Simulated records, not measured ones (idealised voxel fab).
process module | voxel gate over fins
cross-section cut | 240 nm wide | cells 5 nm
A cross-section is a grid of square cells, given in bands from the top down. A band is one or more rows of cells.
Each band's line starts with the height of the band's top and of its bottom, in nm. Then come its materials from left to right, each with its width in nm. One material with "throughout" fills the band from edge to edge. "air" is empty space.
Height 0 is the level under which the wafer as received is all one material. The lowest band goes on downwards, as in "0 down".
A width such as "30 to 40" changes by the same amount from each row of cells to the next, from the band's top row to its bottom row.
"no change" after a step means that no cell of the cross-section changed.
closed voids: empty space of 8 cells or more with no open way to the top, each as width x height at its distance from the left edge, in nm
after a step's settings: what the simulator itself notes on the step
overlay nm, on a step with a mask: how far to the right of its planned place the mask lay; to the left if negative
plan
1 op RECEIVE | material Si
2 op CONFORMAL_DEP | material SiN | thk nm 10
3 op PATTERN | tone cover | mask id FINS | material resist | width nm 15 | pitch nm 35 | thk nm 15 | overlay nm 0
4 op DIRECTIONAL_ETCH | etch materials SiN | depth nm 10
5 op DIRECTIONAL_ETCH | etch materials Si | depth nm 40
6 op STRIP | etch materials resist
7 op FILL_DEP | material SiO2 | thk nm 10
8 op CMP | height nm 10
9 op SELECTIVE_ETCH | etch materials SiO2 | depth nm 20
10 op STRIP | etch materials SiN
11 op CONFORMAL_DEP | material HfO2 | thk nm 5
12 op CONFORMAL_DEP | material TiN | thk nm 5
13 op CONFORMAL_DEP | material TiAl | thk nm 5
14 op CONFORMAL_DEP | material TiN | thk nm 5
15 op FILL_DEP | material W | thk nm 10
16 op CMP | height nm 25
17 op CONFORMAL_DEP | material SiCN | thk nm 10
as received, after step 1
  0 down: Si throughout
  closed voids: none
first wafer at the end, as planned
  35 to 25: SiCN throughout
  25 to 20: W throughout
  20 to 15: W 55 | TiN 125 | W 60
  15 to 10: W 55 | TiN 5 | TiAl 115 | TiN 5 | W 60
  10 to 5: TiN 60 | TiAl 5 | TiN 105 | TiAl 5 | TiN 65
  5 to 0: TiAl 65 | TiN 5 | HfO2 25 | TiN 10 | HfO2 25 | TiN 10 | HfO2 25 | TiN 5 | TiAl 70
  0 to -5: TiN 70 | HfO2 5 | Si 15 | HfO2 5 | TiN 10 | HfO2 5 | Si 15 | HfO2 5 | TiN 10 | HfO2 5 | Si 15 | HfO2 5 | TiN 75
  -5 to -10: HfO2 75 | Si 15 | HfO2 20 | Si 15 | HfO2 20 | Si 15 | HfO2 80
  -10 to -40: SiO2 75 | Si 15 | SiO2 20 | Si 15 | SiO2 20 | Si 15 | SiO2 80
  -40 down: Si throughout
  closed voids: none
second wafer at the end: like start, like plan, one mistake
  35 to 25: SiCN throughout
  25 to 20: W throughout
  20 to 15: W 55 | TiN 125 | W 60
  15 to 10: W 55 | TiN 5 | TiAl 115 | TiN 5 | W 60
  10 to 5: TiN 60 | TiAl 5 | HfO2 105 | TiAl 5 | TiN 65
  5 to 0: TiAl 65 | HfO2 5 | TiN 25 | HfO2 10 | TiN 25 | HfO2 10 | TiN 25 | HfO2 5 | TiAl 70
  0 to -5: HfO2 70 | TiN 5 | Si 15 | TiN 5 | HfO2 10 | TiN 5 | Si 15 | TiN 5 | HfO2 10 | TiN 5 | Si 15 | TiN 5 | HfO2 75
  -5 to -10: TiN 75 | Si 15 | TiN 20 | Si 15 | TiN 20 | Si 15 | TiN 80
  -10 to -40: SiO2 75 | Si 15 | SiO2 20 | Si 15 | SiO2 20 | Si 15 | SiO2 80
  -40 down: Si throughout
  closed voids: none
what went wrong: steps 11 and 12 were swapped
at the end the second wafer has, in cells: as many of each material as the first, in other places
